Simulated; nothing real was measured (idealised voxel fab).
Process module name: voxel spacer lines
Displayed cross-section: cut, width of 185 nm, square cells sized 5 nm.
Each cross-section below is a grid of square cells, stated as bands in top-down order, with one or more rows of cells making up each band. Band entry format. Leading values: height of top, height of bottom, nm. Remainder: materials in left-to-right order, each with its width in nm. Special words: "everywhere" on a single material, which then fills the band edge to edge; "empty", empty space. Height is counted from the level 0, under which the received wafer is composed throughout of one material. The lowest of the bands is not closed at the bottom but continues downward, in the notation "top 0, no bottom". Per-row width for "30 to 40": begins at first number (top row of band), ends at second number (bottom row), increment between rows held constant. Where the words "all unchanged" appear for a step, the cross-section shows no cell changed by that step; every cell remained as before. This entry, "Fully enclosed voids", enumerates those empty regions of no fewer than 8 cells that possess no open connection to the top. Each region is reported in the form width x height at distance, the distance being taken from the left edge, with all three quantities expressed in nm. Formally, on a step line, whatever follows the settings is a remark that the simulator itself makes on the step. When a step includes a mask, the "overlay nm" setting on its line states how far to the right of its planned place that mask lay, and negative values state how far to the left.
# The planned process steps are enumerated hereunder
1,RECEIVE (material Si)
2,CONFORMAL_DEP (material Al2O3; thk nm 5)
3,DIRECTIONAL_DEP (material SiN; thk nm 10)
4,DIRECTIONAL_DEP (material aC; thk nm 25)
5,PATTERN (tone cover; mask id MANDREL; material resist; width nm 15; pitch nm 70; thk nm 30; overlay nm 0)
6,DIRECTIONAL_ETCH (etch materials aC; depth nm 25)
7,STRIP (etch materials resist)
8,CONFORMAL_DEP (material SiO2; thk nm 10)
9,DIRECTIONAL_ETCH (etch materials SiO2; depth nm 10)
10,STRIP (etch materials aC)
11,DIRECTIONAL_ETCH (etch materials SiN; depth nm 10)
12,STRIP (etch materials SiO2)
13,FILL_DEP (material lowk; thk nm 5)
14,CMP (height nm 15)
Among the wafers covered here, the point of difference is the width nm at step 5; their starting state is shared, and the plan presents the value of the first wafer.
# Cross-section: the first of several wafers in its as-received state, i.e. following step 1
- top 0, no bottom = Si everywhere
- Fully enclosed voids: none
# each wafer at the end: cells of each material gained (+) or lost (-) since it was received, then its closed voids
width nm 15 | +37 Al2O3 | +16 SiN | +58 lowk | Fully enclosed voids: none
width nm 20 | +37 Al2O3 | +16 SiN | +58 lowk | Fully enclosed voids: none
width nm 25 | +37 Al2O3 | +16 SiN | +58 lowk | Fully enclosed voids: none
width nm 30 | +37 Al2O3 | +16 SiN | +58 lowk | Fully enclosed voids: none
width nm 35 | +37 Al2O3 | +16 SiN | +58 lowk | Fully enclosed voids: none
width nm 40 | +37 Al2O3 | +16 SiN | +58 lowk | Fully enclosed voids: none
